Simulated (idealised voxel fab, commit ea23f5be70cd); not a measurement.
Process module name: voxel wiring stack
Pictured: cross-section cut, 245 nm wide, on a grid of 5 nm square cells.
A cross-section is a grid of square cells, given in bands from the top down. A band is one or more rows of cells. Read a band's entry like this: the first values are the height of its top and the height of its bottom in nm, and what follows is the sequence of materials from left to right, each with its width in nm. Note that "blank" is empty space, and that a single material marked "all across" reaches across the band from edge to edge. It should be noted that heights are counted from 0, beneath which the wafer as supplied is of one material throughout, and that the lowest band possesses no lower boundary but continues downward, as written in "0..down". With a width like "30 to 40", each row of cells in the band differs from the next by the same amount, the top row carrying the first number and the bottom row the second. The designation "nothing different", where it is given for a processing step, indicates that no cell of the cross-section was altered in the course of that step. So "Closed empty spaces" is basically the list of trapped voids: any empty space of 8 cells or more that can't reach the top through an opening. They're written width x height at distance, the distance being from the left edge, and it's all nm. Past the settings on a step's line: simulator remark, on that step. overlay nm: step with mask; distance mask lay right of planned place; negative value = left of planned place.

## Here's what the planned process steps look like
1: RECEIVE,material Si
2: CONFORMAL_DEP,material SiO2,thk nm 15
3: DIRECTIONAL_DEP,material TiN,thk nm 5
4: DIRECTIONAL_DEP,material W,thk nm 25
5: MASKED_ETCH,tone cover,mask id METAL_1,width nm 25,pitch nm 50,etch materials W,depth nm 25,overlay nm 0
6: MASKED_ETCH,tone cover,mask id METAL_1,width nm 25,pitch nm 50,etch materials TiN,depth nm 5,overlay nm 0
7: CONFORMAL_DEP,material SiN,thk nm 5
8: FILL_DEP,material SiO2,thk nm 5
9: CMP,height nm 45
10: CONFORMAL_DEP,material SiCN,thk nm 5
11: DIRECTIONAL_DEP,material lowk,thk nm 15
12: DIRECTIONAL_DEP,material aC,thk nm 15
13: PATTERN,tone open,mask id PLUG_1,material resist,width nm 15,thk nm 35,overlay nm 0
14: DIRECTIONAL_ETCH,etch materials aC,depth nm 15
15: STRIP,etch materials resist
16: DIRECTIONAL_ETCH,etch materials lowk,depth nm 15
17: DIRECTIONAL_ETCH,etch materials SiCN,depth nm 5
18: STRIP,etch materials aC
19: EPI,material Ru,thk nm 10
20: EPI,material Ru,thk nm 10
21: DIRECTIONAL_DEP,material TiN,thk nm 5
22: DIRECTIONAL_DEP,material W,thk nm 20
23: PATTERN,tone cover,mask id METAL_2,material resist,width nm 25,pitch nm 50,thk nm 15,overlay nm 0
24: DIRECTIONAL_ETCH,etch materials W,depth nm 20
25: DIRECTIONAL_ETCH,etch materials TiN,depth nm 5
26: STRIP,etch materials resist
27: CONFORMAL_DEP,material SiCN,thk nm 5
28: FILL_DEP,material SiO2,thk nm 5
29: CMP,height nm 90
30: CONFORMAL_DEP,material SiCN,thk nm 5
31: DIRECTIONAL_DEP,material lowk,thk nm 30
32: MASKED_ETCH,tone open,mask id METAL_3,width nm 25,pitch nm 50,etch materials lowk,depth nm 15,overlay nm 0
33: PATTERN,tone open,mask id METAL_3_HOLES,material resist,width nm 15,thk nm 15,overlay nm 0
34: DIRECTIONAL_ETCH,etch materials lowk,depth nm 15
35: DIRECTIONAL_ETCH,etch materials SiCN,depth nm 5
36: STRIP,etch materials resist
37: CONFORMAL_DEP,material TiN,thk nm 5
38: FILL_DEP,material Cu,thk nm 10
39: CMP,height nm 125
40: CONFORMAL_DEP,material SiCN,thk nm 5

## Received-state cross-section, reflecting completion of step 1
	0..down | Si all across
	Closed empty spaces: none

## The cross-section shown corresponds to the wafer at the conclusion of the module. The initial structure and the process plan are those presented above; however, one mistake occurred in executing the plan
	130..125 | SiCN all across
	125..115 | 85 nm lowk  5 nm TiN  15 nm Cu  5 nm TiN  25 nm lowk  5 nm TiN  15 nm Cu  5 nm TiN  85 nm lowk
	115..110 | 85 nm lowk  5 nm TiN  5 nm Cu  15 nm TiN  25 nm lowk  25 nm TiN  85 nm lowk
	110..95 | 85 nm lowk  5 nm TiN  5 nm Cu  5 nm TiN  145 nm lowk
	95..90 | 85 nm SiCN  15 nm TiN  145 nm SiCN
	90..85 | SiO2 all across
	85..80 | 80 nm SiO2  35 nm SiCN  15 nm SiO2  35 nm SiCN  80 nm SiO2
	80..60 | 80 nm SiO2  5 nm SiCN  25 nm W  5 nm SiCN  15 nm SiO2  5 nm SiCN  25 nm W  5 nm SiCN  80 nm SiO2
	60..55 | 85 nm SiCN  25 nm TiN  25 nm SiCN  25 nm TiN  85 nm SiCN
	55..40 | 85 nm lowk  15 nm Ru  145 nm lowk
	40..35 | 85 nm SiCN  15 nm Ru  145 nm SiCN
	35..20 | 80 nm SiO2  5 nm SiN  25 nm W  5 nm SiN  15 nm SiO2  5 nm SiN  25 nm W  5 nm SiN  80 nm SiO2
	20..15 | 85 nm SiN  25 nm TiN  25 nm SiN  25 nm TiN  85 nm SiN
	15..0 | SiO2 all across
	0..down | Si all across
	Closed empty spaces: none
Want to know what went wrong? rather than as planned, step 9 actually ran as CMP,height nm 35
